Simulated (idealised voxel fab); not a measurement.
Process module under the name voxel self aligned contacts
Xsec cut, 270 nm wide, square cell size 5 nm.
Bands, listed from the top down, are how a cross-section gets written in this document; the cross-section itself is a grid of square cells, and a band is one or more rows of them. The entry gives the band's vertical extent as a top height and a bottom height in nm, then its horizontal make-up as materials from left to right, each with a width in nm. "air" stands for empty space; a single material marked "full width" fills the band edge to edge. We count height from 0. Below that, the starting wafer is all one material. The lowest band never ends at the bottom but goes on down; see "z 0 and below" for how that is written. Think of "30..40" as a width that walks from the first number to the second as you go down the band, top row to bottom row, taking equal-sized steps from row to row. It should be understood that the words "nothing changed", when stated for a given step, signify that the cross-section underwent no change in any of its cells during that step. Voids not open to the top, 8 cells minimum: see "Voids lacking openings". Written width x height at distance; distance is from the left edge; nm. On each step's line, the part that comes after the settings is the simulator's own comment on the step. overlay nm: step with mask; distance mask lay right of planned place; negative value = left of planned place.

**The steps planned for the process are as follows**
1) RECEIVE | material Si
2) OXIDIZE | depth nm 5
3) DIRECTIONAL_DEP | material polySi | thk nm 20
4) DIRECTIONAL_DEP | material SiN | thk nm 20
5) MASKED_ETCH | tone cover | mask id GATE | width nm 25 | pitch nm 60 | etch materials SiN | depth nm 20 | overlay nm 0
6) MASKED_ETCH | tone cover | mask id GATE | width nm 25 | pitch nm 60 | etch materials polySi | depth nm 20 | overlay nm 0
7) CONFORMAL_DEP | material SiN | thk nm 5
8) DIRECTIONAL_ETCH | etch materials SiN | depth nm 5
9) FILL_DEP | material SiO2 | thk nm 10
10) CMP | height nm 45
11) PATTERN | tone open | mask id CONTACT | material resist | width nm 45 | thk nm 15 | overlay nm 0
12) DIRECTIONAL_ETCH | etch materials SiO2 | depth nm 50
13) STRIP | etch materials resist
14) CONFORMAL_DEP | material TiN | thk nm 5
15) FILL_DEP | material W | thk nm 5
16) CMP | height nm 45
17) CONFORMAL_DEP | material SiCN | thk nm 5

**as received, after step 1**
* z 0 and below: Si full width
* Voids lacking openings: none

**First of two wafers at the end of the module, shown in cross-section; run carried out as planned**
* z 50 to 45: SiCN full width
* z 45 to 40: 110 of SiO2, 15 of TiN, 15 of W, 15 of TiN, 115 of SiO2
* z 40 to 20: 85 of SiO2, 35 of SiN, 5 of TiN, 15 of W, 5 of TiN, 35 of SiN, 90 of SiO2
* z 20 to 0: 85 of SiO2, 5 of SiN, 25 of polySi, 5 of SiN, 5 of TiN, 15 of W, 5 of TiN, 5 of SiN, 25 of polySi, 5 of SiN, 90 of SiO2
* z 0 to -5: 120 of SiO2, 25 of TiN, 125 of SiO2
* z -5 and below: Si full width
* Voids lacking openings: none

**End of module, second wafer, cross-section. Started like the first, planned like the first, run with one mistake**
* z 50 to 45: SiCN full width
* z 45 to 40: 110 of SiO2, 15 of TiN, 15 of W, 15 of TiN, 115 of SiO2
* z 40 to 20: 85 of SiO2, 35 of SiN, 5 of TiN, 15 of W, 5 of TiN, 35 of SiN, 90 of SiO2
* z 20 to 15: 120 of SiO2, 25 of TiN, 125 of SiO2
* z 15 to 0: polySi full width
* z 0 and below: Si full width
* Voids lacking openings: none
So what did we get wrong on this run? a sequencing error occurred in which plan steps 2 and 3 were transposed
FYI, end of process, the second wafer has more or fewer cells of some materials than the first: +54 Si | -16 SiN | -140 SiO2 | -8 TiN | -12 W | +122 polySi
